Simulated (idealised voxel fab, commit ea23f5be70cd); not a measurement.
Title: Process Module voxel self aligned contacts
In the cross-section labelled cut, the width is 270 nm and each square cell is 5 nm.
When this document writes out a cross-section, it uses a grid of square cells and lists it as bands, beginning at the top and moving down, with a band standing for one or more rows of cells. First you get the band's top height and its bottom height, in nm, and then the materials it's made of, left to right, with each width in nm. If you see a single material with "everywhere", that one covers the band edge to edge. "empty" is empty space. Heights are measured from 0, the level below which the as-received wafer is all one material; the lowest band has no bottom and continues downward, written as in "0 and below". A width given as "30->40" starts at the first number in the band's top row and ends at the second number in its bottom row, shifting by an equal amount at every step from row to row. Basically "nothing altered" means that step didn't change any cell in the cross-section. Closed empty spaces (no open way to the top) of 8 cells or more are what "Internal closed voids" lists, each as width x height at distance from the left edge, nm for all three. What comes after the settings on a step's line is commentary from the simulator itself on that step. overlay nm: right-of-plan distance of the mask on a masked step; negative values mean left-of-plan.
### plan
1) RECEIVE,material Si
2) CONFORMAL_DEP,material SiO2,thk nm 5
3) DIRECTIONAL_DEP,material polySi,thk nm 30
4) DIRECTIONAL_DEP,material SiN,thk nm 15
5) MASKED_ETCH,tone cover,mask id GATE,width nm 15,pitch nm 55,etch materials SiN,depth nm 15,overlay nm 0
6) MASKED_ETCH,tone cover,mask id GATE,width nm 25,pitch nm 55,etch materials polySi,depth nm 30,overlay nm 0
7) CONFORMAL_DEP,material SiN,thk nm 5
8) DIRECTIONAL_ETCH,etch materials SiN,depth nm 5
9) FILL_DEP,material SiO2,thk nm 10
10) CMP,height nm 55
11) DIRECTIONAL_DEP,material aC,thk nm 15
12) PATTERN,tone open,mask id CONTACT,material resist,width nm 40,thk nm 30,overlay nm 0
13) DIRECTIONAL_ETCH,etch materials aC,depth nm 15
14) STRIP,etch materials resist
15) DIRECTIONAL_ETCH,etch materials SiO2,depth nm 55
16) STRIP,etch materials aC
17) CONFORMAL_DEP,material TiN,thk nm 5
18) FILL_DEP,material W,thk nm 10
19) CMP,height nm 55
20) CONFORMAL_DEP,material SiN,thk nm 5
For clarity, it should be stated that the wafers under discussion commence in an identical condition and differ with respect to the width nm of step 5, the plan indicating the value that the first wafer had.
### Received wafers, first of several: cross-section after step 1
- 0 and below: Si everywhere
- Internal closed voids: none
### After the module's final step, step 20: the first of several wafers in cross-section
- 60 down to 55: SiN everywhere
- 55 down to 50: 115 of SiO2; 10 of TiN; 20 of W; 10 of TiN; 115 of SiO2
- 50 down to 40: 95 of SiO2; 25 of SiN; 5 of TiN; 20 of W; 5 of TiN; 25 of SiN; 95 of SiO2
- 40 down to 35: 95 of SiO2; 25 of SiN; 10 of TiN; 10 of W; 10 of TiN; 25 of SiN; 95 of SiO2
- 35 down to 5: 90 of SiO2; 5 of SiN; 25 of polySi; 5 of SiN; 5 of TiN; 10 of W; 5 of TiN; 5 of SiN; 25 of polySi; 5 of SiN; 90 of SiO2
- 5 down to 0: 125 of SiO2; 20 of TiN; 125 of SiO2
- 0 and below: Si everywhere
- Internal closed voids: none
### So this is the cross-section on the last wafer at the end of the module
- 60 down to 55: SiN everywhere
- 55 down to 50: 115 of SiO2; 40 of TiN; 115 of SiO2
- 50 down to 35: 85 of SiO2; 50 of SiN; 5 of TiN; 50 of SiN; 80 of SiO2
- 35 down to 5: 85 of SiO2; 5 of SiN; 40 of polySi; 5 of SiN; 5 of TiN; 5 of SiN; 40 of polySi; 5 of SiN; 80 of SiO2
- 5 down to 0: 135 of SiO2; 5 of TiN; 130 of SiO2
- 0 and below: Si everywhere
- Internal closed voids: none
### Every row in this table is a wafer at the end of the module, and it gives, for each of the materials, the cells that wafer has gained (+) or lost (-) since it was received, then its closed voids
width nm 15, +108 SiN, +426 SiO2, +28 TiN, +26 W, +60 polySi, Internal closed voids: none
width nm 20, +114 SiN, +423 SiO2, +28 TiN, +23 W, +60 polySi, Internal closed voids: none
width nm 25, +120 SiN, +420 SiO2, +28 TiN, +20 W, +60 polySi, Internal closed voids: none
width nm 30, +126 SiN, +412 SiO2, +28 TiN, +10 W, +72 polySi, Internal closed voids: none
width nm 35, +132 SiN, +404 SiO2, +28 TiN, +84 polySi, Internal closed voids: none
width nm 40, +138 SiN, +396 SiO2, +18 TiN, +96 polySi, Internal closed voids: none
